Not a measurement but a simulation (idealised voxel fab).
process module | voxel spacer lines
cross-section cut | 270 nm wide | cells 5 nm
A cross-section is a grid of square cells, given in bands from the top down. A band is one or more rows of cells.
Each band's line starts with the height of the band's top and of its bottom, in nm. Then come its materials from left to right, each with its width in nm. One material with "throughout" fills the band from edge to edge. "air" is empty space.
Height 0 is the level under which the wafer as received is all one material. The lowest band goes on downwards, as in "0 down".
A width such as "30 to 40" changes by the same amount from each row of cells to the next, from the band's top row to its bottom row.
"no change" after a step means that no cell of the cross-section changed.
closed voids: empty space of 8 cells or more with no open way to the top, each as width x height at its distance from the left edge, in nm
after a step's settings: what the simulator itself notes on the step
overlay nm, on a step with a mask: how far to the right of its planned place the mask lay; to the left if negative
plan
1 op RECEIVE | material Si
2 op CONFORMAL_DEP | material Al2O3 | thk nm 5
3 op DIRECTIONAL_DEP | material SiN | thk nm 15
4 op DIRECTIONAL_DEP | material aC | thk nm 20
5 op PATTERN | tone cover | mask id MANDREL | material resist | width nm 25 | pitch nm 70 | thk nm 25 | overlay nm 0
6 op DIRECTIONAL_ETCH | etch materials aC | depth nm 20
7 op STRIP | etch materials resist
8 op CONFORMAL_DEP | material SiO2 | thk nm 10
9 op DIRECTIONAL_ETCH | etch materials SiO2 | depth nm 10
10 op STRIP | etch materials aC
11 op DIRECTIONAL_ETCH | etch materials SiN | depth nm 15
12 op STRIP | etch materials SiO2
13 op FILL_DEP | material SiO2 | thk nm 10
14 op CMP | height nm 20
first wafer, as planned
as received, after step 1
  0 down: Si throughout
  closed voids: none
after step 2
  5 to 0: Al2O3 throughout
  below 0: unchanged
after step 3
  20 to 5: SiN throughout
  below 5: unchanged
after step 4
  40 to 20: aC throughout
  below 20: unchanged
after step 5
  65 to 40: air 50 | resist 25 | air 45 | resist 25 | air 45 | resist 25 | air 55
  below 40: unchanged
after step 6
  45 to 40: air 50 | resist 25 | air 45 | resist 25 | air 45 | resist 25 | air 55
  40 to 20: air 50 | aC 25 | air 45 | aC 25 | air 45 | aC 25 | air 55
  below 20: unchanged
after step 7
  40 to 20: air 50 | aC 25 | air 45 | aC 25 | air 45 | aC 25 | air 55
  below 20: unchanged
after step 8
  50 to 40: air 40 | SiO2 45 | air 25 | SiO2 45 | air 25 | SiO2 45 | air 45
  40 to 30: air 40 | SiO2 10 | aC 25 | SiO2 10 | air 25 | SiO2 10 | aC 25 | SiO2 10 | air 25 | SiO2 10 | aC 25 | SiO2 10 | air 45
  30 to 20: SiO2 50 | aC 25 | SiO2 45 | aC 25 | SiO2 45 | aC 25 | SiO2 55
  below 20: unchanged
after step 9
  40 to 20: air 40 | SiO2 10 | aC 25 | SiO2 10 | air 25 | SiO2 10 | aC 25 | SiO2 10 | air 25 | SiO2 10 | aC 25 | SiO2 10 | air 45
  below 20: unchanged
after step 10
  40 to 20: air 40 | SiO2 10 | air 25 | SiO2 10 | air 25 | SiO2 10 | air 25 | SiO2 10 | air 25 | SiO2 10 | air 25 | SiO2 10 | air 45
  below 20: unchanged
after step 11
  40 to 20: air 40 | SiO2 10 | air 25 | SiO2 10 | air 25 | SiO2 10 | air 25 | SiO2 10 | air 25 | SiO2 10 | air 25 | SiO2 10 | air 45
  20 to 5: air 40 | SiN 10 | air 25 | SiN 10 | air 25 | SiN 10 | air 25 | SiN 10 | air 25 | SiN 10 | air 25 | SiN 10 | air 45
  below 5: unchanged
after step 12
  20 to 5: air 40 | SiN 10 | air 25 | SiN 10 | air 25 | SiN 10 | air 25 | SiN 10 | air 25 | SiN 10 | air 25 | SiN 10 | air 45
  below 5: unchanged
after step 13
  30 to 20: SiO2 throughout
  20 to 5: SiO2 40 | SiN 10 | SiO2 25 | SiN 10 | SiO2 25 | SiN 10 | SiO2 25 | SiN 10 | SiO2 25 | SiN 10 | SiO2 25 | SiN 10 | SiO2 45
  below 5: unchanged
after step 14
  20 to 5: SiO2 40 | SiN 10 | SiO2 25 | SiN 10 | SiO2 25 | SiN 10 | SiO2 25 | SiN 10 | SiO2 25 | SiN 10 | SiO2 25 | SiN 10 | SiO2 45
  below 5: unchanged
second wafer: like start, like plan, one mistake. Through step 4 it matches the first wafer
when step 5 should have ended
  65 to 40: air 55 | resist 15 | air 55 | resist 15 | air 55 | resist 15 | air 60
  below 40: unchanged
when step 6 should have ended
  45 to 40: air 55 | resist 15 | air 55 | resist 15 | air 55 | resist 15 | air 60
  40 to 20: air 55 | aC 15 | air 55 | aC 15 | air 55 | aC 15 | air 60
  below 20: unchanged
when step 7 should have ended
  40 to 20: air 55 | aC 15 | air 55 | aC 15 | air 55 | aC 15 | air 60
  below 20: unchanged
when step 8 should have ended
  50 to 40: air 45 | SiO2 35 | air 35 | SiO2 35 | air 35 | SiO2 35 | air 50
  40 to 30: air 45 | SiO2 10 | aC 15 | SiO2 10 | air 35 | SiO2 10 | aC 15 | SiO2 10 | air 35 | SiO2 10 | aC 15 | SiO2 10 | air 50
  30 to 20: SiO2 55 | aC 15 | SiO2 55 | aC 15 | SiO2 55 | aC 15 | SiO2 60
  below 20: unchanged
when step 9 should have ended
  40 to 20: air 45 | SiO2 10 | aC 15 | SiO2 10 | air 35 | SiO2 10 | aC 15 | SiO2 10 | air 35 | SiO2 10 | aC 15 | SiO2 10 | air 50
  below 20: unchanged
when step 10 should have ended
  40 to 20: air 45 | SiO2 10 | air 15 | SiO2 10 | air 35 | SiO2 10 | air 15 | SiO2 10 | air 35 | SiO2 10 | air 15 | SiO2 10 | air 50
  below 20: unchanged
when step 11 should have ended
  40 to 20: air 45 | SiO2 10 | air 15 | SiO2 10 | air 35 | SiO2 10 | air 15 | SiO2 10 | air 35 | SiO2 10 | air 15 | SiO2 10 | air 50
  20 to 5: air 45 | SiN 10 | air 15 | SiN 10 | air 35 | SiN 10 | air 15 | SiN 10 | air 35 | SiN 10 | air 15 | SiN 10 | air 50
  below 5: unchanged
when step 12 should have ended
  20 to 5: air 45 | SiN 10 | air 15 | SiN 10 | air 35 | SiN 10 | air 15 | SiN 10 | air 35 | SiN 10 | air 15 | SiN 10 | air 50
  below 5: unchanged
when step 13 should have ended
  30 to 20: SiO2 throughout
  20 to 5: SiO2 45 | SiN 10 | SiO2 15 | SiN 10 | SiO2 35 | SiN 10 | SiO2 15 | SiN 10 | SiO2 35 | SiN 10 | SiO2 15 | SiN 10 | SiO2 50
  below 5: unchanged
when step 14 should have ended
  20 to 5: SiO2 45 | SiN 10 | SiO2 15 | SiN 10 | SiO2 35 | SiN 10 | SiO2 15 | SiN 10 | SiO2 35 | SiN 10 | SiO2 15 | SiN 10 | SiO2 50
  below 5: unchanged
what went wrong: step 5 ran as: op PATTERN | tone cover | mask id MANDREL | material resist | width nm 15 | pitch nm 70 | thk nm 25 | overlay nm 0
at the end the second wafer has, in cells: as many of each material as the first, in other places
